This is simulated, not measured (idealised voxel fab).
The document below concerns the process module designated voxel local oxidation.
Shown is cross-section cut, with a width of 250 nm and square cells of size 5 nm.
Reading order for cross-sections: top band down to bottom band. Underlying form: a grid of square cells. Band size: one or more rows of cells. For a band, the entry starts with two heights in nm, that of the top and then that of the bottom, and carries on with the band's materials in order from left to right, each alongside its width in nm; the word "edge to edge" beside a single material means it fills the band edge to edge, and "empty" means empty space. A quick word on heights: they are counted from 0, and under that level the wafer as it came to us is one material throughout. The lowest band is different from the rest in having no bottom; it simply continues downward, written as in "0 and below". Top row gets the first number, bottom row gets the second, and each row in between changes by the same step: that is how a band width like "30->40" works. Where a step carries "remained the same", the cross-section came out of it unchanged, cell for cell. Under "Voids lacking openings" you'll find the enclosed gaps, the ones with no way out to the top, that are 8 cells or bigger; each reads width x height at distance, with distance counted from the left edge, everything in nm. On a step's line, text after the settings is the simulator commenting on that step. When a step includes a mask, the "overlay nm" setting on its line states how far to the right of its planned place that mask lay, and negative values state how far to the left.
PLANNED STEP LIST FOR THE PROCESS
- 1: RECEIVE, material Si
- 2: OXIDIZE, depth nm 5
- 3: CONFORMAL_DEP, material SiN, thk nm 10
- 4: DIRECTIONAL_DEP, material aC, thk nm 10
- 5: PATTERN, tone cover, mask id ACTIVE, material resist, width nm 90, thk nm 25, overlay nm 0
- 6: DIRECTIONAL_ETCH, etch materials aC, depth nm 10
- 7: STRIP, etch materials resist
- 8: DIRECTIONAL_ETCH, etch materials SiN, depth nm 10
- 9: STRIP, etch materials aC
- 10: SELECTIVE_ETCH, etch materials SiO2, depth nm 5
- 11: OXIDIZE, depth nm 10
- 12: STRIP, etch materials SiN
THE FIRST OF TWO WAFERS, RUN AS PLANNED
AS-RECEIVED STATE OF THE WAFER IN CROSS-SECTION, EQUIVALENT TO POST-STEP 1
    0 and below | Si edge to edge
    Voids lacking openings: none
AFTER STEP 2
    0 down to -5 | SiO2 edge to edge
    At heights below -5, the structure remains unaltered.
AFTER STEP 3
    10 down to 0 | SiN edge to edge
    At heights below 0, the structure remains unaltered.
AFTER STEP 4
    20 down to 10 | aC edge to edge
    At heights below 10, the structure remains unaltered.
AFTER STEP 5
    45 down to 20 | empty=80  resist=90  empty=80
    At heights below 20, the structure remains unaltered.
AFTER STEP 6
    35 down to 20 | empty=80  resist=90  empty=80
    20 down to 10 | empty=80  aC=90  empty=80
    At heights below 10, the structure remains unaltered.
AFTER STEP 7
    20 down to 10 | empty=80  aC=90  empty=80
    At heights below 10, the structure remains unaltered.
AFTER STEP 8
    20 down to 10 | empty=80  aC=90  empty=80
    10 down to 0 | empty=80  SiN=90  empty=80
    At heights below 0, the structure remains unaltered.
AFTER STEP 9
    10 down to 0 | empty=80  SiN=90  empty=80
    At heights below 0, the structure remains unaltered.
AFTER STEP 10
    10 down to 0 | empty=80  SiN=90  empty=80
    0 down to -5 | empty=85  SiO2=80  empty=85
    At heights below -5, the structure remains unaltered.
AFTER STEP 11
    10 down to 0 | empty=80  SiN=90  empty=80
    0 down to -5 | empty=85  SiO2=80  empty=85
    -5 down to -15 | SiO2=95  Si=60  SiO2=95
    At heights below -15, the structure remains unaltered.
AFTER STEP 12
    0 down to -5 | empty=85  SiO2=80  empty=85
    At heights below -5, the structure remains unaltered.
WAFER TWO OF TWO - SAME STARTING POINT, SAME PROCESS PLAN, ONE MISTAKE IN EXECUTION; MATCHES WAFER ONE UP TO AND INCLUDING STEP 6
Second wafer shown in cross-section at the time step 7 was slated to end: remained the same
SECOND WAFER SHOWN IN CROSS-SECTION AT THE TIME STEP 8 WAS SLATED TO END
    35 down to 20 | empty=80  resist=90  empty=80
    20 down to 10 | empty=80  aC=90  empty=80
    10 down to 0 | empty=80  SiN=90  empty=80
    At heights below 0, the structure remains unaltered.
SECOND WAFER SHOWN IN CROSS-SECTION AT THE TIME STEP 9 WAS SLATED TO END
    10 down to 0 | empty=80  SiN=90  empty=80
    At heights below 0, the structure remains unaltered.
SECOND WAFER SHOWN IN CROSS-SECTION AT THE TIME STEP 10 WAS SLATED TO END
    10 down to 0 | empty=80  SiN=90  empty=80
    0 down to -5 | empty=85  SiO2=80  empty=85
    At heights below -5, the structure remains unaltered.
SECOND WAFER SHOWN IN CROSS-SECTION AT THE TIME STEP 11 WAS SLATED TO END
    10 down to 0 | empty=80  SiN=90  empty=80
    0 down to -5 | empty=85  SiO2=80  empty=85
    -5 down to -15 | SiO2=95  Si=60  SiO2=95
    At heights below -15, the structure remains unaltered.
SECOND WAFER SHOWN IN CROSS-SECTION AT THE TIME STEP 12 WAS SLATED TO END
    0 down to -5 | empty=85  SiO2=80  empty=85
    At heights below -5, the structure remains unaltered.
Error vs. plan: with respect to the plan, step 7 was omitted and not executed
Upon completion, the cross-sectional profiles of the two wafers are identical; consequently, the error exerts no influence on the quantities computed by this model.
